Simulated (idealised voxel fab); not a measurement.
Process module under the name voxel transistor to metal
For reference, the cross-section in this document is cut, with width 190 nm and square cells of 5 nm.
Cross-section spec: square-cell grid; bands listed top down; each band is one or more rows. Top, bottom (nm), then materials left to right with widths (nm); lone material tagged "throughout" fills the whole band edge to edge; "blank" = empty space. Heights are reckoned from 0. Under this level, the received wafer is all of one material. The bottommost band is open-ended downward, for example "0 -> down". Width: "30..40" (first number = top row, second number = bottom row, same change from row to row of cells). The designation "no change occurred", where it is given for a processing step, indicates that no cell of the cross-section was altered in the course of that step. Each empty space that has no open way to the top and spans at least 8 cells appears under "Enclosed void list" as width x height at distance, the distance counted from the left edge, all in nm. On each step's line, the part that comes after the settings is the simulator's own comment on the step. What "overlay nm" on a step's line means: if the step has a mask, that mask lay this far to the right of its planned place, or, when the value is negative, to the left.
THIS SECTION LISTS THE PROCESS STEPS THAT WERE PLANNED
step 1: RECEIVE [material Si]
step 2: CONFORMAL_DEP [material SiO2] [thk nm 5]
step 3: CONFORMAL_DEP [material SiN] [thk nm 15]
step 4: PATTERN [tone cover] [mask id ACTIVE] [material resist] [width nm 115] [thk nm 20] [overlay nm 0]
step 5: DIRECTIONAL_ETCH [etch materials SiN] [depth nm 15]
step 6: DIRECTIONAL_ETCH [etch materials SiO2] [depth nm 5]
step 7: DIRECTIONAL_ETCH [etch materials Si] [depth nm 35]
step 8: STRIP [etch materials resist]
step 9: FILL_DEP [material SiO2] [thk nm 10]
step 10: CMP [height nm 20]
step 11: SELECTIVE_ETCH [etch materials SiO2] [depth nm 15]
step 12: STRIP [etch materials SiN]
step 13: SELECTIVE_ETCH [etch materials SiO2] [depth nm 5]
step 14: OXIDIZE [depth nm 5]
step 15: DIRECTIONAL_DEP [material polySi] [thk nm 25]
step 16: DIRECTIONAL_DEP [material SiCN] [thk nm 15]
step 17: DIRECTIONAL_DEP [material aC] [thk nm 15]
step 18: PATTERN [tone cover] [mask id GATE] [material resist] [width nm 25] [thk nm 30] [overlay nm 0]
step 19: DIRECTIONAL_ETCH [etch materials aC] [depth nm 15]
step 20: STRIP [etch materials resist]
step 21: DIRECTIONAL_ETCH [etch materials SiCN] [depth nm 25]
step 22: DIRECTIONAL_ETCH [etch materials polySi] [depth nm 35]
step 23: STRIP [etch materials aC]
step 24: CONFORMAL_DEP [material SiO2] [thk nm 5]
step 25: DIRECTIONAL_ETCH [etch materials SiO2] [depth nm 5]
step 26: CONFORMAL_DEP [material SiN] [thk nm 10]
step 27: DIRECTIONAL_ETCH [etch materials SiN] [depth nm 10]
step 28: DIRECTIONAL_ETCH [etch materials SiO2] [depth nm 5]
step 29: EPI [material nSi] [thk nm 5]
step 30: FILL_DEP [material SiO2] [thk nm 10]
step 31: CMP [height nm 40]
step 32: DIRECTIONAL_DEP [material SiO2] [thk nm 10]
step 33: DIRECTIONAL_DEP [material aC] [thk nm 10]
step 34: PATTERN [tone open] [mask id CONTACT] [material resist] [width nm 20] [pitch nm 75] [thk nm 25] [overlay nm 0]
step 35: DIRECTIONAL_ETCH [etch materials aC] [depth nm 10]
step 36: STRIP [etch materials resist]
step 37: DIRECTIONAL_ETCH [etch materials SiO2] [depth nm 50]
step 38: STRIP [etch materials aC]
step 39: CONFORMAL_DEP [material TiN] [thk nm 5]
step 40: FILL_DEP [material Ru] [thk nm 5]
step 41: CMP [height nm 50]
step 42: DIRECTIONAL_DEP [material TiN] [thk nm 5]
step 43: DIRECTIONAL_DEP [material W] [thk nm 20]
step 44: MASKED_ETCH [tone cover] [mask id METAL_1] [width nm 20] [pitch nm 75] [etch materials W] [depth nm 20] [overlay nm 0]
step 45: MASKED_ETCH [tone cover] [mask id METAL_1] [width nm 20] [pitch nm 75] [etch materials TiN] [depth nm 5] [overlay nm 0]
step 46: FILL_DEP [material SiO2] [thk nm 5]
step 47: CMP [height nm 75]
step 48: CONFORMAL_DEP [material SiCN] [thk nm 5]
step 49: DIRECTIONAL_DEP [material lowk] [thk nm 35]
step 50: MASKED_ETCH [tone open] [mask id METAL_2] [width nm 20] [pitch nm 75] [etch materials lowk] [depth nm 20] [overlay nm 0]
step 51: PATTERN [tone open] [mask id METAL_2_HOLES] [material resist] [width nm 15] [pitch nm 75] [thk nm 15] [overlay nm 0]
step 52: DIRECTIONAL_ETCH [etch materials lowk] [depth nm 15]
step 53: DIRECTIONAL_ETCH [etch materials SiCN] [depth nm 5]
step 54: STRIP [etch materials resist]
step 55: CONFORMAL_DEP [material TiN] [thk nm 5]
step 56: FILL_DEP [material Ru] [thk nm 10]
step 57: CMP [height nm 115]
step 58: CONFORMAL_DEP [material SiCN] [thk nm 5]
HERE'S WHAT THE WAFER LOOKED LIKE IN CROSS-SECTION WHEN IT ARRIVED - THAT'S AFTER STEP 1
	0 -> down  Si throughout
	Enclosed void list: none
END-OF-MODULE CROSS-SECTION. STARTING STRUCTURE AND PROCESS PLAN AS ABOVE; ONE MISTAKE MADE IN RUNNING IT
	120 -> 115  SiCN throughout
	115 -> 100  lowk (45) | TiN (5) | W (10) | TiN (5) | lowk (55) | TiN (5) | W (10) | TiN (5) | lowk (50)
	100 -> 95  lowk (45) | TiN (5) | W (5) | TiN (10) | lowk (55) | TiN (5) | W (5) | TiN (10) | lowk (50)
	95 -> 80  lowk (45) | TiN (5) | W (5) | TiN (5) | lowk (60) | TiN (5) | W (5) | TiN (5) | lowk (55)
	80 -> 75  SiCN (45) | TiN (15) | SiCN (60) | TiN (15) | SiCN (55)
	75 -> 55  SiO2 (45) | W (20) | SiO2 (55) | W (20) | SiO2 (50)
	55 -> 50  SiO2 (45) | TiN (20) | SiO2 (55) | TiN (20) | SiO2 (50)
	50 -> 40  SiO2 (45) | TiN (5) | Ru (10) | TiN (5) | SiO2 (55) | TiN (5) | Ru (10) | TiN (5) | SiO2 (50)
	40 -> 25  SiO2 (45) | TiN (5) | Ru (10) | TiN (5) | SiN (10) | SiO2 (5) | SiCN (25) | SiO2 (5) | SiN (10) | TiN (5) | Ru (10) | TiN (5) | SiO2 (50)
	25 -> 5  SiO2 (45) | TiN (5) | Ru (10) | TiN (5) | SiN (10) | SiO2 (5) | polySi (25) | SiO2 (5) | SiN (10) | TiN (5) | Ru (10) | TiN (5) | SiO2 (50)
	5 -> 0  SiO2 (45) | TiN (20) | SiN (10) | SiO2 (5) | polySi (25) | SiO2 (5) | SiN (10) | TiN (20) | SiO2 (50)
	0 -> -5  SiO2 (30) | nSi (35) | SiO2 (55) | nSi (35) | SiO2 (35)
	-5 -> -35  SiO2 (35) | Si (115) | SiO2 (40)
	-35 -> down  Si throughout
	Enclosed void list: none
Where did the run depart from the plan? not per plan at step 56, really ran FILL_DEP [material W] [thk nm 10]
